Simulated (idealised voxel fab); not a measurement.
Proc. module: voxel capacitor over wiring
The width of the displayed cross-section, cut, is 235 nm; its cells are square, with a size of 5 nm.
In what follows, cross-sections appear as grids of square cells, described through bands that run from the top down, where every band is one or more rows of cells. Band: top and bottom heights (nm) first, top before bottom; then materials from left to right, widths in nm. "edge to edge" marks a sole material filling the band edge to edge. "blank" denotes empty space. Height reference: 0 = level under which incoming wafer is all one material. Lowest band: no bottom, runs on downward, e.g. "0 and below". Top row gets the first number, bottom row gets the second, and each row in between changes by the same step: that is how a band width like "30->40" works. "no alterations made" -> step changed no cross-section cell. So "Fully closed voids" is basically the list of trapped voids: any empty space of 8 cells or more that can't reach the top through an opening. They're written width x height at distance, the distance being from the left edge, and it's all nm. What comes after the settings on a step's line is commentary from the simulator itself on that step. "overlay nm" on a masked step: distance the mask lay right of its planned place, negative for left.
THE PLANNED PROCESS STEPS ARE ENUMERATED HEREUNDER
1,RECEIVE,material Si
2,CONFORMAL_DEP,material SiO2,thk nm 15
3,DIRECTIONAL_DEP,material TiN,thk nm 5
4,DIRECTIONAL_DEP,material W,thk nm 20
5,DIRECTIONAL_DEP,material aC,thk nm 15
6,PATTERN,tone cover,mask id METAL_1,material resist,width nm 25,pitch nm 85,thk nm 35,overlay nm 0
7,DIRECTIONAL_ETCH,etch materials aC,depth nm 15
8,STRIP,etch materials resist
9,DIRECTIONAL_ETCH,etch materials W,depth nm 20
10,DIRECTIONAL_ETCH,etch materials TiN,depth nm 5
11,STRIP,etch materials aC
12,FILL_DEP,material SiO2,thk nm 10
13,CMP,height nm 40
14,CONFORMAL_DEP,material SiCN,thk nm 5
15,DIRECTIONAL_DEP,material lowk,thk nm 15
16,MASKED_ETCH,tone open,mask id PLUG_1,width nm 15,etch materials lowk,depth nm 15,overlay nm 0
17,MASKED_ETCH,tone open,mask id PLUG_1,width nm 15,etch materials SiCN,depth nm 5,overlay nm 0
18,CONFORMAL_DEP,material TiN,thk nm 5
19,FILL_DEP,material Ru,thk nm 10
20,CMP,height nm 60
21,DIRECTIONAL_DEP,material TiN,thk nm 5
22,DIRECTIONAL_DEP,material SiN,thk nm 5
23,DIRECTIONAL_DEP,material TiN,thk nm 10
24,DIRECTIONAL_DEP,material aC,thk nm 10
25,PATTERN,tone cover,mask id UPPER_PLATE,material resist,width nm 65,thk nm 25,overlay nm 0
26,DIRECTIONAL_ETCH,etch materials aC,depth nm 10
27,STRIP,etch materials resist
28,DIRECTIONAL_ETCH,etch materials TiN,depth nm 10
29,DIRECTIONAL_ETCH,etch materials SiN,depth nm 5
30,STRIP,etch materials aC
31,DIRECTIONAL_DEP,material aC,thk nm 10
32,PATTERN,tone cover,mask id LOWER_PLATE,material resist,width nm 75,thk nm 30,overlay nm 0
33,DIRECTIONAL_ETCH,etch materials aC,depth nm 10
34,STRIP,etch materials resist
35,DIRECTIONAL_ETCH,etch materials TiN,depth nm 5
36,STRIP,etch materials aC
37,FILL_DEP,material SiO2,thk nm 15
38,CMP,height nm 90
39,PATTERN,tone open,mask id PLUG_2,material resist,width nm 15,thk nm 20,overlay nm 0
40,DIRECTIONAL_ETCH,etch materials SiO2,depth nm 10
41,STRIP,etch materials resist
42,CONFORMAL_DEP,material TiN,thk nm 5
43,FILL_DEP,material Cu,thk nm 5
44,CMP,height nm 90
45,CONFORMAL_DEP,material SiN,thk nm 5
FIRST OF THE TWO WAFERS, RUN PER PLAN
SHOWN IN CROSS-SECTION IS THE WAFER AS RECEIVED, THAT IS, AS IT STANDS AFTER STEP 1
  0 and below | Si edge to edge
  Fully closed voids: none
STEP 2 COMPLETE: CROSS-SECTION THROUGH THE WAFER
  15 down to 0 | SiO2 edge to edge
  At heights below 0, the structure remains unaltered.
STEP 3 COMPLETE: CROSS-SECTION THROUGH THE WAFER
  20 down to 15 | TiN edge to edge
  At heights below 15, the structure remains unaltered.
STEP 4 COMPLETE: CROSS-SECTION THROUGH THE WAFER
  40 down to 20 | W edge to edge
  At heights below 20, the structure remains unaltered.
STEP 5 COMPLETE: CROSS-SECTION THROUGH THE WAFER
  55 down to 40 | aC edge to edge
  At heights below 40, the structure remains unaltered.
STEP 6 COMPLETE: CROSS-SECTION THROUGH THE WAFER
  90 down to 55 | 60 nm blank; 25 nm resist; 60 nm blank; 25 nm resist; 65 nm blank
  At heights below 55, the structure remains unaltered.
STEP 7 COMPLETE: CROSS-SECTION THROUGH THE WAFER
  75 down to 55 | 60 nm blank; 25 nm resist; 60 nm blank; 25 nm resist; 65 nm blank
  55 down to 40 | 60 nm blank; 25 nm aC; 60 nm blank; 25 nm aC; 65 nm blank
  At heights below 40, the structure remains unaltered.
STEP 8 COMPLETE: CROSS-SECTION THROUGH THE WAFER
  55 down to 40 | 60 nm blank; 25 nm aC; 60 nm blank; 25 nm aC; 65 nm blank
  At heights below 40, the structure remains unaltered.
STEP 9 COMPLETE: CROSS-SECTION THROUGH THE WAFER
  55 down to 40 | 60 nm blank; 25 nm aC; 60 nm blank; 25 nm aC; 65 nm blank
  40 down to 20 | 60 nm blank; 25 nm W; 60 nm blank; 25 nm W; 65 nm blank
  At heights below 20, the structure remains unaltered.
STEP 10 COMPLETE: CROSS-SECTION THROUGH THE WAFER
  55 down to 40 | 60 nm blank; 25 nm aC; 60 nm blank; 25 nm aC; 65 nm blank
  40 down to 20 | 60 nm blank; 25 nm W; 60 nm blank; 25 nm W; 65 nm blank
  20 down to 15 | 60 nm blank; 25 nm TiN; 60 nm blank; 25 nm TiN; 65 nm blank
  At heights below 15, the structure remains unaltered.
STEP 11 COMPLETE: CROSS-SECTION THROUGH THE WAFER
  40 down to 20 | 60 nm blank; 25 nm W; 60 nm blank; 25 nm W; 65 nm blank
  At heights below 20, the structure remains unaltered.
STEP 12 COMPLETE: CROSS-SECTION THROUGH THE WAFER
  50 down to 40 | SiO2 edge to edge
  40 down to 20 | 60 nm SiO2; 25 nm W; 60 nm SiO2; 25 nm W; 65 nm SiO2
  20 down to 15 | 60 nm SiO2; 25 nm TiN; 60 nm SiO2; 25 nm TiN; 65 nm SiO2
  At heights below 15, the structure remains unaltered.
STEP 13 COMPLETE: CROSS-SECTION THROUGH THE WAFER
  40 down to 20 | 60 nm SiO2; 25 nm W; 60 nm SiO2; 25 nm W; 65 nm SiO2
  At heights below 20, the structure remains unaltered.
STEP 14 COMPLETE: CROSS-SECTION THROUGH THE WAFER
  45 down to 40 | SiCN edge to edge
  At heights below 40, the structure remains unaltered.
STEP 15 COMPLETE: CROSS-SECTION THROUGH THE WAFER
  60 down to 45 | lowk edge to edge
  At heights below 45, the structure remains unaltered.
STEP 16 COMPLETE: CROSS-SECTION THROUGH THE WAFER
  60 down to 45 | 70 nm lowk; 15 nm blank; 150 nm lowk
  At heights below 45, the structure remains unaltered.
STEP 17 COMPLETE: CROSS-SECTION THROUGH THE WAFER
  60 down to 45 | 70 nm lowk; 15 nm blank; 150 nm lowk
  45 down to 40 | 70 nm SiCN; 15 nm blank; 150 nm SiCN
  At heights below 40, the structure remains unaltered.
STEP 18 COMPLETE: CROSS-SECTION THROUGH THE WAFER
  65 down to 60 | 75 nm TiN; 5 nm blank; 155 nm TiN
  60 down to 45 | 70 nm lowk; 5 nm TiN; 5 nm blank; 5 nm TiN; 150 nm lowk
  45 down to 40 | 70 nm SiCN; 15 nm TiN; 150 nm SiCN
  At heights below 40, the structure remains unaltered.
STEP 19 COMPLETE: CROSS-SECTION THROUGH THE WAFER
  75 down to 65 | Ru edge to edge
  65 down to 60 | 75 nm TiN; 5 nm Ru; 155 nm TiN
  60 down to 45 | 70 nm lowk; 5 nm TiN; 5 nm Ru; 5 nm TiN; 150 nm lowk
  At heights below 45, the structure remains unaltered.
STEP 20 COMPLETE: CROSS-SECTION THROUGH THE WAFER
  60 down to 45 | 70 nm lowk; 5 nm TiN; 5 nm Ru; 5 nm TiN; 150 nm lowk
  At heights below 45, the structure remains unaltered.
STEP 21 COMPLETE: CROSS-SECTION THROUGH THE WAFER
  65 down to 60 | TiN edge to edge
  At heights below 60, the structure remains unaltered.
STEP 22 COMPLETE: CROSS-SECTION THROUGH THE WAFER
  70 down to 65 | SiN edge to edge
  At heights below 65, the structure remains unaltered.
STEP 23 COMPLETE: CROSS-SECTION THROUGH THE WAFER
  80 down to 70 | TiN edge to edge
  At heights below 70, the structure remains unaltered.
STEP 24 COMPLETE: CROSS-SECTION THROUGH THE WAFER
  90 down to 80 | aC edge to edge
  At heights below 80, the structure remains unaltered.
STEP 25 COMPLETE: CROSS-SECTION THROUGH THE WAFER
  115 down to 90 | 70 nm blank; 65 nm resist; 100 nm blank
  At heights below 90, the structure remains unaltered.
STEP 26 COMPLETE: CROSS-SECTION THROUGH THE WAFER
  105 down to 90 | 70 nm blank; 65 nm resist; 100 nm blank
  90 down to 80 | 70 nm blank; 65 nm aC; 100 nm blank
  At heights below 80, the structure remains unaltered.
STEP 27 COMPLETE: CROSS-SECTION THROUGH THE WAFER
  90 down to 80 | 70 nm blank; 65 nm aC; 100 nm blank
  At heights below 80, the structure remains unaltered.
STEP 28 COMPLETE: CROSS-SECTION THROUGH THE WAFER
  90 down to 80 | 70 nm blank; 65 nm aC; 100 nm blank
  80 down to 70 | 70 nm blank; 65 nm TiN; 100 nm blank
  At heights below 70, the structure remains unaltered.
STEP 29 COMPLETE: CROSS-SECTION THROUGH THE WAFER
  90 down to 80 | 70 nm blank; 65 nm aC; 100 nm blank
  80 down to 70 | 70 nm blank; 65 nm TiN; 100 nm blank
  70 down to 65 | 70 nm blank; 65 nm SiN; 100 nm blank
  At heights below 65, the structure remains unaltered.
STEP 30 COMPLETE: CROSS-SECTION THROUGH THE WAFER
  80 down to 70 | 70 nm blank; 65 nm TiN; 100 nm blank
  At heights below 70, the structure remains unaltered.
STEP 31 COMPLETE: CROSS-SECTION THROUGH THE WAFER
  90 down to 80 | 70 nm blank; 65 nm aC; 100 nm blank
  80 down to 75 | 70 nm blank; 65 nm TiN; 100 nm blank
  75 down to 70 | 70 nm aC; 65 nm TiN; 100 nm aC
  70 down to 65 | 70 nm aC; 65 nm SiN; 100 nm aC
  At heights below 65, the structure remains unaltered.
STEP 32 COMPLETE: CROSS-SECTION THROUGH THE WAFER
  120 down to 90 | 65 nm blank; 75 nm resist; 95 nm blank
  90 down to 80 | 65 nm blank; 5 nm resist; 65 nm aC; 5 nm resist; 95 nm blank
  80 down to 75 | 65 nm blank; 5 nm resist; 65 nm TiN; 5 nm resist; 95 nm blank
  At heights below 75, the structure remains unaltered.
STEP 33 COMPLETE: CROSS-SECTION THROUGH THE WAFER
  110 down to 90 | 65 nm blank; 75 nm resist; 95 nm blank
  90 down to 80 | 65 nm blank; 5 nm resist; 65 nm aC; 5 nm resist; 95 nm blank
  80 down to 75 | 65 nm blank; 5 nm resist; 65 nm TiN; 5 nm resist; 95 nm blank
  75 down to 70 | 65 nm blank; 5 nm aC; 65 nm TiN; 5 nm aC; 95 nm blank
  70 down to 65 | 65 nm blank; 5 nm aC; 65 nm SiN; 5 nm aC; 95 nm blank
  At heights below 65, the structure remains unaltered.
STEP 34 COMPLETE: CROSS-SECTION THROUGH THE WAFER
  90 down to 80 | 70 nm blank; 65 nm aC; 100 nm blank
  80 down to 75 | 70 nm blank; 65 nm TiN; 100 nm blank
  At heights below 75, the structure remains unaltered.
STEP 35 COMPLETE: CROSS-SECTION THROUGH THE WAFER
  90 down to 80 | 70 nm blank; 65 nm aC; 100 nm blank
  80 down to 75 | 70 nm blank; 65 nm TiN; 100 nm blank
  75 down to 70 | 65 nm blank; 5 nm aC; 65 nm TiN; 5 nm aC; 95 nm blank
  70 down to 65 | 65 nm blank; 5 nm aC; 65 nm SiN; 5 nm aC; 95 nm blank
  65 down to 60 | 65 nm blank; 75 nm TiN; 95 nm blank
  At heights below 60, the structure remains unaltered.
STEP 36 COMPLETE: CROSS-SECTION THROUGH THE WAFER
  80 down to 70 | 70 nm blank; 65 nm TiN; 100 nm blank
  70 down to 65 | 70 nm blank; 65 nm SiN; 100 nm blank
  At heights below 65, the structure remains unaltered.
STEP 37 COMPLETE: CROSS-SECTION THROUGH THE WAFER
  95 down to 80 | SiO2 edge to edge
  80 down to 70 | 70 nm SiO2; 65 nm TiN; 100 nm SiO2
  70 down to 65 | 70 nm SiO2; 65 nm SiN; 100 nm SiO2
  65 down to 60 | 65 nm SiO2; 75 nm TiN; 95 nm SiO2
  At heights below 60, the structure remains unaltered.
STEP 38 COMPLETE: CROSS-SECTION THROUGH THE WAFER
  90 down to 80 | SiO2 edge to edge
  At heights below 80, the structure remains unaltered.
STEP 39 COMPLETE: CROSS-SECTION THROUGH THE WAFER
  110 down to 90 | 80 nm resist; 15 nm blank; 140 nm resist
  At heights below 90, the structure remains unaltered.
STEP 40 COMPLETE: CROSS-SECTION THROUGH THE WAFER
  110 down to 90 | 80 nm resist; 15 nm blank; 140 nm resist
  90 down to 80 | 80 nm SiO2; 15 nm blank; 140 nm SiO2
  At heights below 80, the structure remains unaltered.
STEP 41 COMPLETE: CROSS-SECTION THROUGH THE WAFER
  90 down to 80 | 80 nm SiO2; 15 nm blank; 140 nm SiO2
  At heights below 80, the structure remains unaltered.
STEP 42 COMPLETE: CROSS-SECTION THROUGH THE WAFER
  95 down to 90 | 85 nm TiN; 5 nm blank; 145 nm TiN
  90 down to 85 | 80 nm SiO2; 5 nm TiN; 5 nm blank; 5 nm TiN; 140 nm SiO2
  85 down to 80 | 80 nm SiO2; 15 nm TiN; 140 nm SiO2
  At heights below 80, the structure remains unaltered.
STEP 43 COMPLETE: CROSS-SECTION THROUGH THE WAFER
  100 down to 95 | Cu edge to edge
  95 down to 90 | 85 nm TiN; 5 nm Cu; 145 nm TiN
  90 down to 85 | 80 nm SiO2; 5 nm TiN; 5 nm Cu; 5 nm TiN; 140 nm SiO2
  At heights below 85, the structure remains unaltered.
STEP 44 COMPLETE: CROSS-SECTION THROUGH THE WAFER
  90 down to 85 | 80 nm SiO2; 5 nm TiN; 5 nm Cu; 5 nm TiN; 140 nm SiO2
  At heights below 85, the structure remains unaltered.
STEP 45 COMPLETE: CROSS-SECTION THROUGH THE WAFER
  95 down to 90 | SiN edge to edge
  At heights below 90, the structure remains unaltered.
NOTES, SECOND WAFER: START = FIRST WAFER'S, PLAN = FIRST WAFER'S, EXECUTION HAD ONE MISTAKE; HISTORY IDENTICAL TO FIRST THROUGH STEP 13
SECOND WAFER, SECTIONED VIEW, AT STEP 14'S PLANNED END TIME
  45 down to 40 | TiN edge to edge
  At heights below 40, the structure remains unaltered.
SECOND WAFER, SECTIONED VIEW, AT STEP 15'S PLANNED END TIME
  60 down to 45 | lowk edge to edge
  At heights below 45, the structure remains unaltered.
SECOND WAFER, SECTIONED VIEW, AT STEP 16'S PLANNED END TIME
  60 down to 45 | 70 nm lowk; 15 nm blank; 150 nm lowk
  At heights below 45, the structure remains unaltered.
Second wafer, sectioned view, at step 17's planned end time: no alterations made
SECOND WAFER, SECTIONED VIEW, AT STEP 18'S PLANNED END TIME
  65 down to 60 | 75 nm TiN; 5 nm blank; 155 nm TiN
  60 down to 50 | 70 nm lowk; 5 nm TiN; 5 nm blank; 5 nm TiN; 150 nm lowk
  50 down to 45 | 70 nm lowk; 15 nm TiN; 150 nm lowk
  At heights below 45, the structure remains unaltered.
SECOND WAFER, SECTIONED VIEW, AT STEP 19'S PLANNED END TIME
  75 down to 65 | Ru edge to edge
  65 down to 60 | 75 nm TiN; 5 nm Ru; 155 nm TiN
  60 down to 50 | 70 nm lowk; 5 nm TiN; 5 nm Ru; 5 nm TiN; 150 nm lowk
  At heights below 50, the structure remains unaltered.
SECOND WAFER, SECTIONED VIEW, AT STEP 20'S PLANNED END TIME
  60 down to 50 | 70 nm lowk; 5 nm TiN; 5 nm Ru; 5 nm TiN; 150 nm lowk
  At heights below 50, the structure remains unaltered.
SECOND WAFER, SECTIONED VIEW, AT STEP 21'S PLANNED END TIME
  65 down to 60 | TiN edge to edge
  At heights below 60, the structure remains unaltered.
SECOND WAFER, SECTIONED VIEW, AT STEP 22'S PLANNED END TIME
  70 down to 65 | SiN edge to edge
  At heights below 65, the structure remains unaltered.
SECOND WAFER, SECTIONED VIEW, AT STEP 23'S PLANNED END TIME
  80 down to 70 | TiN edge to edge
  At heights below 70, the structure remains unaltered.
SECOND WAFER, SECTIONED VIEW, AT STEP 24'S PLANNED END TIME
  90 down to 80 | aC edge to edge
  At heights below 80, the structure remains unaltered.
SECOND WAFER, SECTIONED VIEW, AT STEP 25'S PLANNED END TIME
  115 down to 90 | 70 nm blank; 65 nm resist; 100 nm blank
  At heights below 90, the structure remains unaltered.
SECOND WAFER, SECTIONED VIEW, AT STEP 26'S PLANNED END TIME
  105 down to 90 | 70 nm blank; 65 nm resist; 100 nm blank
  90 down to 80 | 70 nm blank; 65 nm aC; 100 nm blank
  At heights below 80, the structure remains unaltered.
SECOND WAFER, SECTIONED VIEW, AT STEP 27'S PLANNED END TIME
  90 down to 80 | 70 nm blank; 65 nm aC; 100 nm blank
  At heights below 80, the structure remains unaltered.
SECOND WAFER, SECTIONED VIEW, AT STEP 28'S PLANNED END TIME
  90 down to 80 | 70 nm blank; 65 nm aC; 100 nm blank
  80 down to 70 | 70 nm blank; 65 nm TiN; 100 nm blank
  At heights below 70, the structure remains unaltered.
SECOND WAFER, SECTIONED VIEW, AT STEP 29'S PLANNED END TIME
  90 down to 80 | 70 nm blank; 65 nm aC; 100 nm blank
  80 down to 70 | 70 nm blank; 65 nm TiN; 100 nm blank
  70 down to 65 | 70 nm blank; 65 nm SiN; 100 nm blank
  At heights below 65, the structure remains unaltered.
SECOND WAFER, SECTIONED VIEW, AT STEP 30'S PLANNED END TIME
  80 down to 70 | 70 nm blank; 65 nm TiN; 100 nm blank
  At heights below 70, the structure remains unaltered.
SECOND WAFER, SECTIONED VIEW, AT STEP 31'S PLANNED END TIME
  90 down to 80 | 70 nm blank; 65 nm aC; 100 nm blank
  80 down to 75 | 70 nm blank; 65 nm TiN; 100 nm blank
  75 down to 70 | 70 nm aC; 65 nm TiN; 100 nm aC
  70 down to 65 | 70 nm aC; 65 nm SiN; 100 nm aC
  At heights below 65, the structure remains unaltered.
SECOND WAFER, SECTIONED VIEW, AT STEP 32'S PLANNED END TIME
  120 down to 90 | 65 nm blank; 75 nm resist; 95 nm blank
  90 down to 80 | 65 nm blank; 5 nm resist; 65 nm aC; 5 nm resist; 95 nm blank
  80 down to 75 | 65 nm blank; 5 nm resist; 65 nm TiN; 5 nm resist; 95 nm blank
  At heights below 75, the structure remains unaltered.
SECOND WAFER, SECTIONED VIEW, AT STEP 33'S PLANNED END TIME
  110 down to 90 | 65 nm blank; 75 nm resist; 95 nm blank
  90 down to 80 | 65 nm blank; 5 nm resist; 65 nm aC; 5 nm resist; 95 nm blank
  80 down to 75 | 65 nm blank; 5 nm resist; 65 nm TiN; 5 nm resist; 95 nm blank
  75 down to 70 | 65 nm blank; 5 nm aC; 65 nm TiN; 5 nm aC; 95 nm blank
  70 down to 65 | 65 nm blank; 5 nm aC; 65 nm SiN; 5 nm aC; 95 nm blank
  At heights below 65, the structure remains unaltered.
SECOND WAFER, SECTIONED VIEW, AT STEP 34'S PLANNED END TIME
  90 down to 80 | 70 nm blank; 65 nm aC; 100 nm blank
  80 down to 75 | 70 nm blank; 65 nm TiN; 100 nm blank
  At heights below 75, the structure remains unaltered.
SECOND WAFER, SECTIONED VIEW, AT STEP 35'S PLANNED END TIME
  90 down to 80 | 70 nm blank; 65 nm aC; 100 nm blank
  80 down to 75 | 70 nm blank; 65 nm TiN; 100 nm blank
  75 down to 70 | 65 nm blank; 5 nm aC; 65 nm TiN; 5 nm aC; 95 nm blank
  70 down to 65 | 65 nm blank; 5 nm aC; 65 nm SiN; 5 nm aC; 95 nm blank
  65 down to 60 | 65 nm blank; 75 nm TiN; 95 nm blank
  At heights below 60, the structure remains unaltered.
SECOND WAFER, SECTIONED VIEW, AT STEP 36'S PLANNED END TIME
  80 down to 70 | 70 nm blank; 65 nm TiN; 100 nm blank
  70 down to 65 | 70 nm blank; 65 nm SiN; 100 nm blank
  At heights below 65, the structure remains unaltered.
SECOND WAFER, SECTIONED VIEW, AT STEP 37'S PLANNED END TIME
  95 down to 80 | SiO2 edge to edge
  80 down to 70 | 70 nm SiO2; 65 nm TiN; 100 nm SiO2
  70 down to 65 | 70 nm SiO2; 65 nm SiN; 100 nm SiO2
  65 down to 60 | 65 nm SiO2; 75 nm TiN; 95 nm SiO2
  At heights below 60, the structure remains unaltered.
SECOND WAFER, SECTIONED VIEW, AT STEP 38'S PLANNED END TIME
  90 down to 80 | SiO2 edge to edge
  At heights below 80, the structure remains unaltered.
SECOND WAFER, SECTIONED VIEW, AT STEP 39'S PLANNED END TIME
  110 down to 90 | 80 nm resist; 15 nm blank; 140 nm resist
  At heights below 90, the structure remains unaltered.
SECOND WAFER, SECTIONED VIEW, AT STEP 40'S PLANNED END TIME
  110 down to 90 | 80 nm resist; 15 nm blank; 140 nm resist
  90 down to 80 | 80 nm SiO2; 15 nm blank; 140 nm SiO2
  At heights below 80, the structure remains unaltered.
SECOND WAFER, SECTIONED VIEW, AT STEP 41'S PLANNED END TIME
  90 down to 80 | 80 nm SiO2; 15 nm blank; 140 nm SiO2
  At heights below 80, the structure remains unaltered.
SECOND WAFER, SECTIONED VIEW, AT STEP 42'S PLANNED END TIME
  95 down to 90 | 85 nm TiN; 5 nm blank; 145 nm TiN
  90 down to 85 | 80 nm SiO2; 5 nm TiN; 5 nm blank; 5 nm TiN; 140 nm SiO2
  85 down to 80 | 80 nm SiO2; 15 nm TiN; 140 nm SiO2
  At heights below 80, the structure remains unaltered.
SECOND WAFER, SECTIONED VIEW, AT STEP 43'S PLANNED END TIME
  100 down to 95 | Cu edge to edge
  95 down to 90 | 85 nm TiN; 5 nm Cu; 145 nm TiN
  90 down to 85 | 80 nm SiO2; 5 nm TiN; 5 nm Cu; 5 nm TiN; 140 nm SiO2
  At heights below 85, the structure remains unaltered.
SECOND WAFER, SECTIONED VIEW, AT STEP 44'S PLANNED END TIME
  90 down to 85 | 80 nm SiO2; 5 nm TiN; 5 nm Cu; 5 nm TiN; 140 nm SiO2
  At heights below 85, the structure remains unaltered.
SECOND WAFER, SECTIONED VIEW, AT STEP 45'S PLANNED END TIME
  95 down to 90 | SiN edge to edge
  At heights below 90, the structure remains unaltered.
The plan and the run diverged here: the process deviated at step 14: the operation and settings actually run there were CONFORMAL_DEP,material TiN,thk nm 5
The second wafer ends with more or fewer cells of some materials than the first, per final count: 1 fewer of Ru | 44 fewer of SiCN | 45 more of TiN
